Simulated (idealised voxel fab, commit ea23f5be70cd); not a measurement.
You're looking at the process module voxel spacer lines.
cross-section cut | 180 nm wide | cells 5 nm
Throughout this document, each cross-section is represented as a grid of square cells and is presented as a sequence of bands enumerated from the top downward, where a band comprises one or more rows of cells.
Band entry format. Leading values: height of top, height of bottom, nm. Remainder: materials in left-to-right order, each with its width in nm. Special words: "everywhere" on a single material, which then fills the band edge to edge; "air", empty space.
Basically, 0 is our baseline, since under it the wafer straight out of the box is all one material. The bottom band has no lower end and keeps on going down, so it looks like "top 0, no bottom".
So if you see something like "30..40" for the width, read it as the top row of the band sitting at the first number and the bottom row at the second, with every row in between moving by the same amount as the last.
"remains unaltered" (step): cross-section cells unchanged, all of them.
For the entry "Unvented voids", the listed items are empty spaces with no open way to the top whose size is 8 cells or more; each item follows the pattern width x height at distance, where distance is from the left edge and all three are in nm.
Past the settings on a step's line: simulator remark, on that step.
The setting "overlay nm" may be written on the line of a step. When the step uses a mask, the value reports how far to the right of the planned place the mask lay, and a negative value reports that it lay to the left.

SET OUT BELOW ARE THE PLANNED STEPS OF THE PROCESS
1,RECEIVE | material Si
2,CONFORMAL_DEP | material Al2O3 | thk nm 5
3,DIRECTIONAL_DEP | material polySi | thk nm 15
4,DIRECTIONAL_DEP | material aC | thk nm 20
5,PATTERN | tone cover | mask id MANDREL | material resist | width nm 20 | pitch nm 60 | thk nm 25 | overlay nm -15
6,DIRECTIONAL_ETCH | etch materials aC | depth nm 20
7,STRIP | etch materials resist
8,CONFORMAL_DEP | material SiO2 | thk nm 10
9,DIRECTIONAL_ETCH | etch materials SiO2 | depth nm 10
10,STRIP | etch materials aC
11,DIRECTIONAL_ETCH | etch materials polySi | depth nm 15
12,STRIP | etch materials SiO2
Every wafer here starts from the same state; it is the step 5 overlay nm that distinguishes them, and the value the plan gives belongs to the first wafer.

CROSS-SECTIONAL VIEW OF THE FIRST OF SEVERAL WAFERS IN THE AS-RECEIVED CONDITION, CORRESPONDING TO THE STATE FOLLOWING STEP 1
* top 0, no bottom  Si everywhere
* Unvented voids: none

THE FIRST OF SEVERAL WAFERS, SEEN IN CROSS-SECTION AFTER THE MODULE'S LAST STEP, STEP 12
* top 20, bottom 5  air (25), polySi (10), air (20), polySi (10), air (20), polySi (10), air (20), polySi (10), air (55)
* top 5, bottom 0  Al2O3 everywhere
* top 0, no bottom  Si everywhere
* Unvented voids: none

LAST WAFER AT THE END
* top 20, bottom 5  air (55), polySi (10), air (20), polySi (10), air (20), polySi (10), air (20), polySi (10), air (25)
* top 5, bottom 0  Al2O3 everywhere
* top 0, no bottom  Si everywhere
* Unvented voids: none

BASICALLY EACH WAFER GETS A LINE IN THE TABLE, SHOWING IT AT THE END OF THE MODULE: MATERIAL BY MATERIAL, THE CELLS IT GAINED (+) OR LOST (-) SINCE WE GOT IT, THEN ITS CLOSED VOIDS
overlay nm -15 | +36 Al2O3 | +24 polySi | Unvented voids: none
overlay nm -10 | +36 Al2O3 | +24 polySi | Unvented voids: none
overlay nm -5 | +36 Al2O3 | +24 polySi | Unvented voids: none
overlay nm 0 | +36 Al2O3 | +24 polySi | Unvented voids: none
overlay nm 5 | +36 Al2O3 | +24 polySi | Unvented voids: none
overlay nm 10 | +36 Al2O3 | +24 polySi | Unvented voids: none
overlay nm 15 | +36 Al2O3 | +24 polySi | Unvented voids: none
